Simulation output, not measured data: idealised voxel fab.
voxel ribs on slabs: a process module
Xsec cut, 265 nm wide, square cell size 5 nm.
How to read a cross-section here: the picture is a grid of square cells, written as bands going from the top down, and any band can span one or more rows of cells. What a band's entry tells you: where the top is and where the bottom is, as heights in nm, and after that what lies inside, material by material from left to right, each with its width in nm. Empty space is written as the word "blank", and a single material marked with the word "edge to edge" occupies the band from edge to edge. Below 0: as-received wafer, all one material; heights counted from there. Lowest band: no bottom, goes on down, written "from 0 down". Width spec "30..40" -> top row of cells at first value, bottom row at second value, equal per-row change in between. "nothing was modified" (step): cross-section cells unchanged, all of them. Heads up: "Closed void table" only lists the empty pockets with no open path to the top that are 8 cells or more, and it writes them as width x height at distance, distance from the left edge, in nm. It should be noted that, on the line of a given step, the content following the step's settings is a remark produced by the simulator itself with respect to that step. You can add "overlay nm" to a step's line. For a step with a mask, it describes how far the mask lay to the right of its planned position, and a negative number describes a lay to the left. Pairs ahead. Before: cross-section ahead of one process step. After: cross-section once the step is done, shown to the lowest changed band only. Under each pair: that step, with settings. Caution: pairs may come from different runs of this module on the same starting wafer; a pair follows the pair above only where its "Pre-step profile" entry says so.

## Pre-step profile
	from 0 down: Si edge to edge
	Closed void table: none

## Resulting Cross-Section
	from 30 to 0: SiO2 edge to edge
	All layers under 0 are left as they were.
	Closed void table: none
The process step bridging the two cross-sections above: op DIRECTIONAL_DEP | material SiO2 | thk nm 30

Pre-step profile: same picture as after in the pair right above, so we don't repeat it.

## Resulting Cross-Section
	from 50 to 30: SiN edge to edge
	All layers under 30 are left as they were.
	Closed void table: none
The process step bridging the two cross-sections above: op DIRECTIONAL_DEP | material SiN | thk nm 20

Pre-step profile: same picture as after in the pair right above, so we don't repeat it.

## Resulting Cross-Section
	from 70 to 50: 115 blank | 30 resist | 120 blank
	All layers under 50 are left as they were.
	Closed void table: none
The process step bridging the two cross-sections above: op PATTERN | tone cover | mask id RIB | material resist | width nm 30 | thk nm 20 | overlay nm 0

Pre-step profile: same picture as after in the pair right above, so we don't repeat it.

## Resulting Cross-Section
	from 70 to 50: 115 blank | 30 resist | 120 blank
	from 50 to 35: 115 blank | 30 SiN | 120 blank
	All layers under 35 are left as they were.
	Closed void table: none
The process step bridging the two cross-sections above: op DIRECTIONAL_ETCH | etch materials SiN | depth nm 15

Pre-step profile: same picture as after in the pair right above, so we don't repeat it.

## Resulting Cross-Section
	from 50 to 35: 115 blank | 30 SiN | 120 blank
	All layers under 35 are left as they were.
	Closed void table: none
The process step bridging the two cross-sections above: op STRIP | etch materials resist

Pre-step profile: same picture as after in the pair right above, so we don't repeat it.

## Resulting Cross-Section
	from 50 to 35: 115 blank | 30 SiN | 120 blank
	from 35 to 30: 85 blank | 90 SiN | 90 blank
	All layers under 30 are left as they were.
	Closed void table: none
The process step bridging the two cross-sections above: op MASKED_ETCH | tone cover | mask id SLAB | width nm 90 | etch materials SiN | depth nm 5 | overlay nm 0

Pre-step profile: same picture as after in the pair right above, so we don't repeat it.

## Resulting Cross-Section
	from 75 to 50: SiO2 edge to edge
	from 50 to 35: 115 SiO2 | 30 SiN | 120 SiO2
	from 35 to 30: 85 SiO2 | 90 SiN | 90 SiO2
	All layers under 30 are left as they were.
	Closed void table: none
The process step bridging the two cross-sections above: op FILL_DEP | material SiO2 | thk nm 25

Pre-step profile: same picture as after in the pair right above, so we don't repeat it.

## Resulting Cross-Section
	from 65 to 50: SiO2 edge to edge
	All layers under 50 are left as they were.
	Closed void table: none
The process step bridging the two cross-sections above: op CMP | height nm 65

Pre-step profile: same picture as after in the pair right above, so we don't repeat it.

## Resulting Cross-Section
	from 75 to 65: TiN edge to edge
	All layers under 65 are left as they were.
	Closed void table: none
The process step bridging the two cross-sections above: op DIRECTIONAL_DEP | material TiN | thk nm 10

Pre-step profile: same picture as after in the pair right above, so we don't repeat it.

## Resulting Cross-Section
	from 75 to 65: 110 blank | 40 TiN | 115 blank
	All layers under 65 are left as they were.
	Closed void table: none
The process step bridging the two cross-sections above: op MASKED_ETCH | tone cover | mask id HEATER | width nm 40 | etch materials TiN | depth nm 10 | overlay nm 0

Pre-step profile: same picture as after in the pair right above, so we don't repeat it.

## Resulting Cross-Section
	from 80 to 75: 105 blank | 50 SiN | 110 blank
	from 75 to 70: 105 blank | 5 SiN | 40 TiN | 5 SiN | 110 blank
	from 70 to 65: 110 SiN | 40 TiN | 115 SiN
	All layers under 65 are left as they were.
	Closed void table: none
The process step bridging the two cross-sections above: op CONFORMAL_DEP | material SiN | thk nm 5

## Pre-step profile
	from 50 to 30: SiN edge to edge
	from 30 to 0: SiO2 edge to edge
	from 0 down: Si edge to edge
	Closed void table: none

## Resulting Cross-Section
	from 70 to 30: SiN edge to edge
	All layers under 30 are left as they were.
	Closed void table: none
The process step bridging the two cross-sections above: op DIRECTIONAL_DEP | material SiN | thk nm 20

Pre-step profile: same picture as after in the pair right above, so we don't repeat it.

## Resulting Cross-Section
	from 90 to 70: 115 blank | 30 resist | 120 blank
	All layers under 70 are left as they were.
	Closed void table: none
The process step bridging the two cross-sections above: op PATTERN | tone cover | mask id RIB | material resist | width nm 30 | thk nm 20 | overlay nm 0

Pre-step profile: same picture as after in the pair right above, so we don't repeat it.

## Resulting Cross-Section
	from 90 to 70: 115 blank | 30 resist | 120 blank
	from 70 to 55: 115 blank | 30 SiN | 120 blank
	All layers under 55 are left as they were.
	Closed void table: none
The process step bridging the two cross-sections above: op DIRECTIONAL_ETCH | etch materials SiN | depth nm 15

Pre-step profile: same picture as after in the pair right above, so we don't repeat it.

## Resulting Cross-Section
	from 70 to 55: 115 blank | 30 SiN | 120 blank
	All layers under 55 are left as they were.
	Closed void table: none
The process step bridging the two cross-sections above: op STRIP | etch materials resist

Pre-step profile: same picture as after in the pair right above, so we don't repeat it.

## Resulting Cross-Section
	from 70 to 55: 115 blank | 30 SiN | 120 blank
	from 55 to 50: 85 blank | 90 SiN | 90 blank
	All layers under 50 are left as they were.
	Closed void table: none
The process step bridging the two cross-sections above: op MASKED_ETCH | tone cover | mask id SLAB | width nm 90 | etch materials SiN | depth nm 5 | overlay nm 0

Pre-step profile: same picture as after in the pair right above, so we don't repeat it.

## Resulting Cross-Section
	from 95 to 70: SiO2 edge to edge
	from 70 to 55: 115 SiO2 | 30 SiN | 120 SiO2
	from 55 to 50: 85 SiO2 | 90 SiN | 90 SiO2
	All layers under 50 are left as they were.
	Closed void table: none
The process step bridging the two cross-sections above: op FILL_DEP | material SiO2 | thk nm 25

Pre-step profile: same picture as after in the pair right above, so we don't repeat it.

## Resulting Cross-Section
	from 65 to 55: 115 SiO2 | 30 SiN | 120 SiO2
	All layers under 55 are left as they were.
	Closed void table: none
The process step bridging the two cross-sections above: op CMP | height nm 65

Pre-step profile: same picture as after in the pair right above, so we don't repeat it.

## Resulting Cross-Section
	from 75 to 65: TiN edge to edge
	All layers under 65 are left as they were.
	Closed void table: none
The process step bridging the two cross-sections above: op DIRECTIONAL_DEP | material TiN | thk nm 10

Pre-step profile: same picture as after in the pair right above, so we don't repeat it.

## Resulting Cross-Section
	from 75 to 65: 110 blank | 40 TiN | 115 blank
	All layers under 65 are left as they were.
	Closed void table: none
The process step bridging the two cross-sections above: op MASKED_ETCH | tone cover | mask id HEATER | width nm 40 | etch materials TiN | depth nm 10 | overlay nm 0

Pre-step profile: same picture as after in the pair right above, so we don't repeat it.

## Resulting Cross-Section
	from 80 to 75: 105 blank | 50 SiN | 110 blank
	from 75 to 70: 105 blank | 5 SiN | 40 TiN | 5 SiN | 110 blank
	from 70 to 65: 110 SiN | 40 TiN | 115 SiN
	All layers under 65 are left as they were.
	Closed void table: none
The process step bridging the two cross-sections above: op CONFORMAL_DEP | material SiN | thk nm 5

## Pre-step profile
	from 0 down: Si edge to edge
	Closed void table: none

## Resulting Cross-Section
	from 20 to 0: SiN edge to edge
	All layers under 0 are left as they were.
	Closed void table: none
The process step bridging the two cross-sections above: op DIRECTIONAL_DEP | material SiN | thk nm 20

Pre-step profile: same picture as after in the pair right above, so we don't repeat it.

## Resulting Cross-Section
	from 50 to 20: SiO2 edge to edge
	All layers under 20 are left as they were.
	Closed void table: none
The process step bridging the two cross-sections above: op DIRECTIONAL_DEP | material SiO2 | thk nm 30

Pre-step profile: same picture as after in the pair right above, so we don't repeat it.

## Resulting Cross-Section
	from 70 to 50: 115 blank | 30 resist | 120 blank
	All layers under 50 are left as they were.
	Closed void table: none
The process step bridging the two cross-sections above: op PATTERN | tone cover | mask id RIB | material resist | width nm 30 | thk nm 20 | overlay nm 0

Pre-step profile: same picture as after in the pair right above, so we don't repeat it.

## Resulting Cross-Section
	from 50 to 20: SiO2 edge to edge
	All layers under 20 are left as they were.
	Closed void table: none
The process step bridging the two cross-sections above: op STRIP | etch materials resist

Pre-step profile: same picture as after in the pair right above, so we don't repeat it.

## Resulting Cross-Section
	from 75 to 20: SiO2 edge to edge
	All layers under 20 are left as they were.
	Closed void table: none
The process step bridging the two cross-sections above: op FILL_DEP | material SiO2 | thk nm 25

Pre-step profile: same picture as after in the pair right above, so we don't repeat it.

## Resulting Cross-Section
	from 65 to 20: SiO2 edge to edge
	All layers under 20 are left as they were.
	Closed void table: none
The process step bridging the two cross-sections above: op CMP | height nm 65

Pre-step profile: same picture as after in the pair right above, so we don't repeat it.

## Resulting Cross-Section
	from 75 to 65: TiN edge to edge
	All layers under 65 are left as they were.
	Closed void table: none
The process step bridging the two cross-sections above: op DIRECTIONAL_DEP | material TiN | thk nm 10

Pre-step profile: same picture as after in the pair right above, so we don't repeat it.

## Resulting Cross-Section
	from 75 to 65: 110 blank | 40 TiN | 115 blank
	All layers under 65 are left as they were.
	Closed void table: none
The process step bridging the two cross-sections above: op MASKED_ETCH | tone cover | mask id HEATER | width nm 40 | etch materials TiN | depth nm 10 | overlay nm 0

Pre-step profile: same picture as after in the pair right above, so we don't repeat it.

## Resulting Cross-Section
	from 80 to 75: 105 blank | 50 SiN | 110 blank
	from 75 to 70: 105 blank | 5 SiN | 40 TiN | 5 SiN | 110 blank
	from 70 to 65: 110 SiN | 40 TiN | 115 SiN
	All layers under 65 are left as they were.
	Closed void table: none
The process step bridging the two cross-sections above: op CONFORMAL_DEP | material SiN | thk nm 5

## Pre-step profile
	from 0 down: Si edge to edge
	Closed void table: none

## Resulting Cross-Section
	from 25 to 0: SiO2 edge to edge
	All layers under 0 are left as they were.
	Closed void table: none
The process step bridging the two cross-sections above: op DIRECTIONAL_DEP | material SiO2 | thk nm 25

Pre-step profile: same picture as after in the pair right above, so we don't repeat it.

## Resulting Cross-Section
	from 45 to 25: SiN edge to edge
	All layers under 25 are left as they were.
	Closed void table: none
The process step bridging the two cross-sections above: op DIRECTIONAL_DEP | material SiN | thk nm 20

Pre-step profile: same picture as after in the pair right above, so we don't repeat it.

## Resulting Cross-Section
	from 65 to 45: 115 blank | 30 resist | 120 blank
	All layers under 45 are left as they were.
	Closed void table: none
The process step bridging the two cross-sections above: op PATTERN | tone cover | mask id RIB | material resist | width nm 30 | thk nm 20 | overlay nm 0

Pre-step profile: same picture as after in the pair right above, so we don't repeat it.

## Resulting Cross-Section
	from 65 to 45: 115 blank | 30 resist | 120 blank
	from 45 to 30: 115 blank | 30 SiN | 120 blank
	All layers under 30 are left as they were.
	Closed void table: none
The process step bridging the two cross-sections above: op DIRECTIONAL_ETCH | etch materials SiN | depth nm 15

Pre-step profile: same picture as after in the pair right above, so we don't repeat it.

## Resulting Cross-Section
	from 45 to 30: 115 blank | 30 SiN | 120 blank
	All layers under 30 are left as they were.
	Closed void table: none
The process step bridging the two cross-sections above: op STRIP | etch materials resist

Pre-step profile: same picture as after in the pair right above, so we don't repeat it.

## Resulting Cross-Section
	from 45 to 30: 115 blank | 30 SiN | 120 blank
	from 30 to 25: 85 blank | 90 SiN | 90 blank
	All layers under 25 are left as they were.
	Closed void table: none
The process step bridging the two cross-sections above: op MASKED_ETCH | tone cover | mask id SLAB | width nm 90 | etch materials SiN | depth nm 5 | overlay nm 0

Pre-step profile: same picture as after in the pair right above, so we don't repeat it.

## Resulting Cross-Section
	from 70 to 45: SiO2 edge to edge
	from 45 to 30: 115 SiO2 | 30 SiN | 120 SiO2
	from 30 to 25: 85 SiO2 | 90 SiN | 90 SiO2
	All layers under 25 are left as they were.
	Closed void table: none
The process step bridging the two cross-sections above: op FILL_DEP | material SiO2 | thk nm 25

Pre-step profile: same picture as after in the pair right above, so we don't repeat it.

## Resulting Cross-Section
	from 65 to 45: SiO2 edge to edge
	All layers under 45 are left as they were.
	Closed void table: none
The process step bridging the two cross-sections above: op CMP | height nm 65

Pre-step profile: same picture as after in the pair right above, so we don't repeat it.

## Resulting Cross-Section
	from 75 to 65: TiN edge to edge
	All layers under 65 are left as they were.
	Closed void table: none
The process step bridging the two cross-sections above: op DIRECTIONAL_DEP | material TiN | thk nm 10

Pre-step profile: same picture as after in the pair right above, so we don't repeat it.

## Resulting Cross-Section
	from 75 to 65: 110 blank | 40 TiN | 115 blank
	All layers under 65 are left as they were.
	Closed void table: none
The process step bridging the two cross-sections above: op MASKED_ETCH | tone cover | mask id HEATER | width nm 40 | etch materials TiN | depth nm 10 | overlay nm 0

Pre-step profile: same picture as after in the pair right above, so we don't repeat it.

## Resulting Cross-Section
	from 80 to 75: 105 blank | 50 SiN | 110 blank
	from 75 to 70: 105 blank | 5 SiN | 40 TiN | 5 SiN | 110 blank
	from 70 to 65: 110 SiN | 40 TiN | 115 SiN
	All layers under 65 are left as they were.
	Closed void table: none
The process step bridging the two cross-sections above: op CONFORMAL_DEP | material SiN | thk nm 5

## Pre-step profile
	from 50 to 35: 115 blank | 30 SiN | 120 blank
	from 35 to 30: SiN edge to edge
	from 30 to 0: SiO2 edge to edge
	from 0 down: Si edge to edge
	Closed void table: none

## Resulting Cross-Section
	from 50 to 35: 115 blank | 30 SiN | 120 blank
	from 35 to 30: 85 blank | 95 SiN | 85 blank
	All layers under 30 are left as they were.
	Closed void table: none
The process step bridging the two cross-sections above: op MASKED_ETCH | tone cover | mask id SLAB | width nm 95 | etch materials SiN | depth nm 5 | overlay nm 0

Pre-step profile: same picture as after in the pair right above, so we don't repeat it.

## Resulting Cross-Section
	from 75 to 50: SiO2 edge to edge
	from 50 to 35: 115 SiO2 | 30 SiN | 120 SiO2
	from 35 to 30: 85 SiO2 | 95 SiN | 85 SiO2
	All layers under 30 are left as they were.
	Closed void table: none
The process step bridging the two cross-sections above: op FILL_DEP | material SiO2 | thk nm 25

Pre-step profile: same picture as after in the pair right above, so we don't repeat it.

## Resulting Cross-Section
	from 65 to 50: SiO2 edge to edge
	All layers under 50 are left as they were.
	Closed void table: none
The process step bridging the two cross-sections above: op CMP | height nm 65

Pre-step profile: same picture as after in the pair right above, so we don't repeat it.

## Resulting Cross-Section
	from 75 to 65: TiN edge to edge
	All layers under 65 are left as they were.
	Closed void table: none
The process step bridging the two cross-sections above: op DIRECTIONAL_DEP | material TiN | thk nm 10

Pre-step profile: same picture as after in the pair right above, so we don't repeat it.

## Resulting Cross-Section
	from 75 to 65: 110 blank | 40 TiN | 115 blank
	All layers under 65 are left as they were.
	Closed void table: none
The process step bridging the two cross-sections above: op MASKED_ETCH | tone cover | mask id HEATER | width nm 40 | etch materials TiN | depth nm 10 | overlay nm 0

Pre-step profile: same picture as after in the pair right above, so we don't repeat it.

## Resulting Cross-Section
	from 80 to 75: 105 blank | 50 SiN | 110 blank
	from 75 to 70: 105 blank | 5 SiN | 40 TiN | 5 SiN | 110 blank
	from 70 to 65: 110 SiN | 40 TiN | 115 SiN
	All layers under 65 are left as they were.
	Closed void table: none
The process step bridging the two cross-sections above: op CONFORMAL_DEP | material SiN | thk nm 5

## Pre-step profile
	from 75 to 65: TiN edge to edge
	from 65 to 50: SiO2 edge to edge
	from 50 to 35: 115 SiO2 | 30 SiN | 120 SiO2
	from 35 to 30: 85 SiO2 | 90 SiN | 90 SiO2
	from 30 to 0: SiO2 edge to edge
	from 0 down: Si edge to edge
	Closed void table: none

## Resulting Cross-Section
	from 75 to 65: 105 blank | 40 TiN | 120 blank
	All layers under 65 are left as they were.
	Closed void table: none
The process step bridging the two cross-sections above: op MASKED_ETCH | tone cover | mask id HEATER | width nm 40 | etch materials TiN | depth nm 10 | overlay nm -5

Pre-step profile: same picture as after in the pair right above, so we don't repeat it.

## Resulting Cross-Section
	from 80 to 75: 100 blank | 50 SiN | 115 blank
	from 75 to 70: 100 blank | 5 SiN | 40 TiN | 5 SiN | 115 blank
	from 70 to 65: 105 SiN | 40 TiN | 120 SiN
	All layers under 65 are left as they were.
	Closed void table: none
The process step bridging the two cross-sections above: op CONFORMAL_DEP | material SiN | thk nm 5

## Pre-step profile
	from 75 to 65: 110 blank | 40 TiN | 115 blank
	from 65 to 50: SiO2 edge to edge
	from 50 to 35: 115 SiO2 | 30 SiN | 120 SiO2
	from 35 to 30: 85 SiO2 | 90 SiN | 90 SiO2
	from 30 to 0: SiO2 edge to edge
	from 0 down: Si edge to edge
	Closed void table: none

## Resulting Cross-Section
	from 80 to 70: 105 blank | 50 TiN | 110 blank
	from 70 to 65: TiN edge to edge
	All layers under 65 are left as they were.
	Closed void table: none
The process step bridging the two cross-sections above: op CONFORMAL_DEP | material TiN | thk nm 5

## Pre-step profile
	from 50 to 30: SiN edge to edge
	from 30 to 0: SiO2 edge to edge
	from 0 down: Si edge to edge
	Closed void table: none

## Resulting Cross-Section
	from 70 to 50: 115 resist | 30 blank | 120 resist
	All layers under 50 are left as they were.
	Closed void table: none
The process step bridging the two cross-sections above: op PATTERN | tone open | mask id RIB | material resist | width nm 30 | thk nm 20 | overlay nm 0

Pre-step profile: same picture as after in the pair right above, so we don't repeat it.

## Resulting Cross-Section
	from 70 to 50: 115 resist | 30 blank | 120 resist
	from 50 to 35: 115 SiN | 30 blank | 120 SiN
	All layers under 35 are left as they were.
	Closed void table: none
The process step bridging the two cross-sections above: op DIRECTIONAL_ETCH | etch materials SiN | depth nm 15

Pre-step profile: same picture as after in the pair right above, so we don't repeat it.

## Resulting Cross-Section
	from 50 to 35: 115 SiN | 30 blank | 120 SiN
	All layers under 35 are left as they were.
	Closed void table: none
The process step bridging the two cross-sections above: op STRIP | etch materials resist

Pre-step profile: same picture as after in the pair right above, so we don't repeat it.

## Resulting Cross-Section
	from 50 to 45: 85 blank | 30 SiN | 30 blank | 30 SiN | 90 blank
	All layers under 45 are left as they were.
	Closed void table: none
The process step bridging the two cross-sections above: op MASKED_ETCH | tone cover | mask id SLAB | width nm 90 | etch materials SiN | depth nm 5 | overlay nm 0

Pre-step profile: same picture as after in the pair right above, so we don't repeat it.

## Resulting Cross-Section
	from 75 to 50: SiO2 edge to edge
	from 50 to 45: 85 SiO2 | 30 SiN | 30 SiO2 | 30 SiN | 90 SiO2
	from 45 to 35: 115 SiN | 30 SiO2 | 120 SiN
	All layers under 35 are left as they were.
	Closed void table: none
The process step bridging the two cross-sections above: op FILL_DEP | material SiO2 | thk nm 25

Pre-step profile: same picture as after in the pair right above, so we don't repeat it.

## Resulting Cross-Section
	from 65 to 50: SiO2 edge to edge
	All layers under 50 are left as they were.
	Closed void table: none
The process step bridging the two cross-sections above: op CMP | height nm 65

Pre-step profile: same picture as after in the pair right above, so we don't repeat it.

## Resulting Cross-Section
	from 75 to 65: TiN edge to edge
	All layers under 65 are left as they were.
	Closed void table: none
The process step bridging the two cross-sections above: op DIRECTIONAL_DEP | material TiN | thk nm 10

Pre-step profile: same picture as after in the pair right above, so we don't repeat it.

## Resulting Cross-Section
	from 75 to 65: 110 blank | 40 TiN | 115 blank
	All layers under 65 are left as they were.
	Closed void table: none
The process step bridging the two cross-sections above: op MASKED_ETCH | tone cover | mask id HEATER | width nm 40 | etch materials TiN | depth nm 10 | overlay nm 0

Pre-step profile: same picture as after in the pair right above, so we don't repeat it.

## Resulting Cross-Section
	from 80 to 75: 105 blank | 50 SiN | 110 blank
	from 75 to 70: 105 blank | 5 SiN | 40 TiN | 5 SiN | 110 blank
	from 70 to 65: 110 SiN | 40 TiN | 115 SiN
	All layers under 65 are left as they were.
	Closed void table: none
The process step bridging the two cross-sections above: op CONFORMAL_DEP | material SiN | thk nm 5
